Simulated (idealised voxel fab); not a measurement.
process module | voxel transistor to metal
cross-section cut | 170 nm wide | cells 5 nm
A cross-section is a grid of square cells, given in bands from the top down. A band is one or more rows of cells.
Each band's line starts with the height of the band's top and of its bottom, in nm. Then come its materials from left to right, each with its width in nm. One material with "throughout" fills the band from edge to edge. "air" is empty space.
Height 0 is the level under which the wafer as received is all one material. The lowest band goes on downwards, as in "0 down".
A width such as "30 to 40" changes by the same amount from each row of cells to the next, from the band's top row to its bottom row.
"no change" after a step means that no cell of the cross-section changed.
closed voids: empty space of 8 cells or more with no open way to the top, each as width x height at its distance from the left edge, in nm
after a step's settings: what the simulator itself notes on the step
overlay nm, on a step with a mask: how far to the right of its planned place the mask lay; to the left if negative
plan
1 op RECEIVE | material Si
2 op OXIDIZE | depth nm 5
3 op CONFORMAL_DEP | material SiN | thk nm 10
4 op MASKED_ETCH | tone cover | mask id ACTIVE | width nm 125 | etch materials SiN | depth nm 10 | overlay nm 0
5 op MASKED_ETCH | tone cover | mask id ACTIVE | width nm 125 | etch materials SiO2 | depth nm 5 | overlay nm 0
6 op MASKED_ETCH | tone cover | mask id ACTIVE | width nm 125 | etch materials Si | depth nm 25 | overlay nm 0
7 op OXIDIZE | depth nm 5
8 op FILL_DEP | material SiO2 | thk nm 15
9 op CMP | height nm 10
10 op SELECTIVE_ETCH | etch materials SiO2 | depth nm 5
11 op STRIP | etch materials SiN
12 op SELECTIVE_ETCH | etch materials SiO2 | depth nm 5
13 op OXIDIZE | depth nm 5
14 op DIRECTIONAL_DEP | material polySi | thk nm 30
15 op DIRECTIONAL_DEP | material SiCN | thk nm 10
16 op MASKED_ETCH | tone cover | mask id GATE | width nm 25 | etch materials SiCN | depth nm 20 | overlay nm 0
17 op MASKED_ETCH | tone cover | mask id GATE | width nm 25 | etch materials polySi | depth nm 40 | overlay nm 0
18 op CONFORMAL_DEP | material SiO2 | thk nm 5
19 op DIRECTIONAL_ETCH | etch materials SiO2 | depth nm 5
20 op CONFORMAL_DEP | material SiN | thk nm 10
21 op DIRECTIONAL_ETCH | etch materials SiN | depth nm 10
22 op DIRECTIONAL_ETCH | etch materials SiO2 | depth nm 5
23 op DIRECTIONAL_ETCH | etch materials Si | depth nm 10
24 op EPI | material pSi | thk nm 15
25 op FILL_DEP | material SiO2 | thk nm 5
26 op CMP | height nm 35
27 op DIRECTIONAL_DEP | material SiO2 | thk nm 10
28 op PATTERN | tone open | mask id CONTACT | material resist | width nm 35 | pitch nm 70 | thk nm 20 | overlay nm 0
29 op DIRECTIONAL_ETCH | etch materials SiO2 | depth nm 40
30 op STRIP | etch materials resist
31 op CONFORMAL_DEP | material TiN | thk nm 5
32 op FILL_DEP | material W | thk nm 10
33 op CMP | height nm 45
34 op CONFORMAL_DEP | material SiN | thk nm 5
35 op DIRECTIONAL_DEP | material lowk | thk nm 25
36 op DIRECTIONAL_DEP | material aC | thk nm 15
37 op PATTERN | tone open | mask id METAL_1 | material resist | width nm 20 | pitch nm 85 | thk nm 30 | overlay nm 0
38 op DIRECTIONAL_ETCH | etch materials aC | depth nm 15
39 op STRIP | etch materials resist
40 op DIRECTIONAL_ETCH | etch materials lowk | depth nm 25
41 op DIRECTIONAL_ETCH | etch materials SiN | depth nm 5
42 op STRIP | etch materials aC
43 op CONFORMAL_DEP | material TiN | thk nm 5
44 op FILL_DEP | material Ru | thk nm 5
45 op CMP | height nm 75
46 op CONFORMAL_DEP | material SiCN | thk nm 5
47 op DIRECTIONAL_DEP | material lowk | thk nm 25
48 op MASKED_ETCH | tone open | mask id METAL_2 | width nm 20 | pitch nm 85 | etch materials lowk | depth nm 15 | overlay nm 0
49 op MASKED_ETCH | tone open | mask id METAL_2_HOLES | width nm 15 | pitch nm 85 | etch materials lowk | depth nm 10 | overlay nm 0
50 op MASKED_ETCH | tone open | mask id METAL_2_HOLES | width nm 15 | pitch nm 85 | etch materials SiCN | depth nm 5 | overlay nm 0
51 op CONFORMAL_DEP | material TiN | thk nm 5
52 op FILL_DEP | material Cu | thk nm 10
53 op CMP | height nm 105
54 op CONFORMAL_DEP | material SiCN | thk nm 5
as received, after step 1
  0 down: Si throughout
  closed voids: none
a wafer at the end: this start, this plan, one mistake
  110 to 105: SiCN throughout
  105 to 95: lowk 30 | TiN 5 | Cu 10 | TiN 5 | lowk 65 | TiN 5 | Cu 10 | TiN 5 | lowk 35
  95 to 90: lowk 30 | TiN 5 | Cu 5 | TiN 10 | lowk 65 | TiN 5 | Cu 5 | TiN 10 | lowk 35
  90 to 80: lowk 30 | TiN 5 | Cu 5 | TiN 5 | lowk 70 | TiN 5 | Cu 5 | TiN 5 | lowk 40
  80 to 75: SiCN 30 | TiN 15 | SiCN 70 | TiN 15 | SiCN 40
  75 to 50: lowk 30 | TiN 5 | Ru 10 | TiN 5 | lowk 65 | TiN 5 | Ru 10 | TiN 5 | lowk 35
  50 to 45: SiN 30 | TiN 20 | SiN 65 | TiN 20 | SiN 35
  45 to 35: SiO2 30 | TiN 5 | W 25 | TiN 5 | SiO2 35 | TiN 5 | W 25 | TiN 5 | SiO2 35
  35 to 25: SiO2 30 | TiN 5 | W 25 | TiN 5 | SiO2 5 | SiCN 25 | SiO2 5 | TiN 5 | W 25 | TiN 5 | SiO2 35
  25 to 10: SiO2 30 | TiN 5 | W 25 | TiN 5 | SiO2 5 | polySi 25 | SiO2 5 | TiN 5 | W 25 | TiN 5 | SiO2 35
  10 to 5: SiO2 30 | TiN 35 | SiO2 5 | polySi 25 | SiO2 5 | TiN 35 | SiO2 35
  5 to -5: SiO2 50 | pSi 15 | SiO2 5 | polySi 25 | SiO2 5 | pSi 15 | SiO2 55
  -5 to -10: SiO2 20 | pSi 45 | SiO2 35 | pSi 45 | SiO2 25
  -10 to -20: SiO2 25 | pSi 40 | Si 35 | pSi 40 | SiO2 30
  -20 to -35: SiO2 25 | Si 115 | SiO2 30
  -35 down: Si throughout
  closed voids: none
what went wrong: step 20 was left out
